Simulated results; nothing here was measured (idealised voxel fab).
You're looking at the process module voxel ribs on slabs.
Cross-section cut spans 140 nm and uses square cells 5 nm in size.
Format of a cross-section: grid, square cells. Given as bands. Order: top down. Band: one or more rows of cells. In this notation a band is specified by the heights of its top and bottom, in that order and in nm, after which its materials appear from left to right, each paired with its width in nm. The word "throughout" attached to a single material means that material fills the band from edge to edge; the word "empty" stands for empty space. Where do heights start? At 0: under that level the wafer as delivered is made of one material only. And the lowest band has no floor; it just carries on downward, as in "from 0 down". Note: "30..40" means the width goes from the first number (top row of the band) to the second number (bottom row) in equal steps per row of cells. "no modification", as given for a step, is the statement that not any cell of the cross-section underwent a change during that step. Each empty space that has no open way to the top and spans at least 8 cells appears under "Voids, sealed" as width x height at distance, the distance counted from the left edge, all in nm. Text after the settings on a step's line: the simulator's own remark on that step. If you see "overlay nm" on a step's line and that step has a mask, it's telling you how far right of where it was planned the mask ended up; a negative number means it went left instead.
This section lists the process steps that were planned
1. RECEIVE (material Si)
2. DIRECTIONAL_DEP (material SiO2; thk nm 25)
3. DIRECTIONAL_DEP (material polySi; thk nm 25)
4. MASKED_ETCH (tone cover; mask id RIB; width nm 25; etch materials polySi; depth nm 20; overlay nm 0)
5. MASKED_ETCH (tone cover; mask id SLAB; width nm 85; etch materials polySi; depth nm 5; overlay nm 0)
6. FILL_DEP (material SiO2; thk nm 15)
7. CMP (height nm 60)
8. DIRECTIONAL_DEP (material TiN; thk nm 10)
9. MASKED_ETCH (tone cover; mask id HEATER; width nm 35; etch materials TiN; depth nm 10; overlay nm 0)
10. CONFORMAL_DEP (material SiO2; thk nm 5)
On the first of the two wafers: run conducted according to plan
Step 1 complete: cross-section of the wafer as received
- from 0 down: Si throughout
- Voids, sealed: none
State of the wafer after step 2, shown in cross-section
- from 25 to 0: SiO2 throughout
- Below 0, no change.
State of the wafer after step 3, shown in cross-section
- from 50 to 25: polySi throughout
- Below 25, no change.
State of the wafer after step 4, shown in cross-section
- from 50 to 30: empty: 55  polySi: 25  empty: 60
- Below 30, no change.
State of the wafer after step 5, shown in cross-section
- from 50 to 30: empty: 55  polySi: 25  empty: 60
- from 30 to 25: empty: 25  polySi: 85  empty: 30
- Below 25, no change.
State of the wafer after step 6, shown in cross-section
- from 65 to 50: SiO2 throughout
- from 50 to 30: SiO2: 55  polySi: 25  SiO2: 60
- from 30 to 25: SiO2: 25  polySi: 85  SiO2: 30
- Below 25, no change.
State of the wafer after step 7, shown in cross-section
- from 60 to 50: SiO2 throughout
- Below 50, no change.
State of the wafer after step 8, shown in cross-section
- from 70 to 60: TiN throughout
- Below 60, no change.
State of the wafer after step 9, shown in cross-section
- from 70 to 60: empty: 50  TiN: 35  empty: 55
- Below 60, no change.
State of the wafer after step 10, shown in cross-section
- from 75 to 70: empty: 45  SiO2: 45  empty: 50
- from 70 to 65: empty: 45  SiO2: 5  TiN: 35  SiO2: 5  empty: 50
- from 65 to 60: SiO2: 50  TiN: 35  SiO2: 55
- Below 60, no change.
Second Wafer (Identical Start and Plan, One Processing Error; Matches First Wafer Through Step 8)
Second wafer, sectioned view, at step 9's planned end time
- from 70 to 60: empty: 45  TiN: 45  empty: 50
- Below 60, no change.
Second wafer, sectioned view, at step 10's planned end time
- from 75 to 70: empty: 40  SiO2: 55  empty: 45
- from 70 to 65: empty: 40  SiO2: 5  TiN: 45  SiO2: 5  empty: 45
- from 65 to 60: SiO2: 45  TiN: 45  SiO2: 50
- Below 60, no change.
Nonconformance to the process plan: rather than as planned, step 9 actually ran as MASKED_ETCH (tone cover; mask id HEATER; width nm 45; etch materials TiN; depth nm 10; overlay nm 0)
End of process, cell counts, second wafer against first, materials with more or fewer: 4 more of TiN
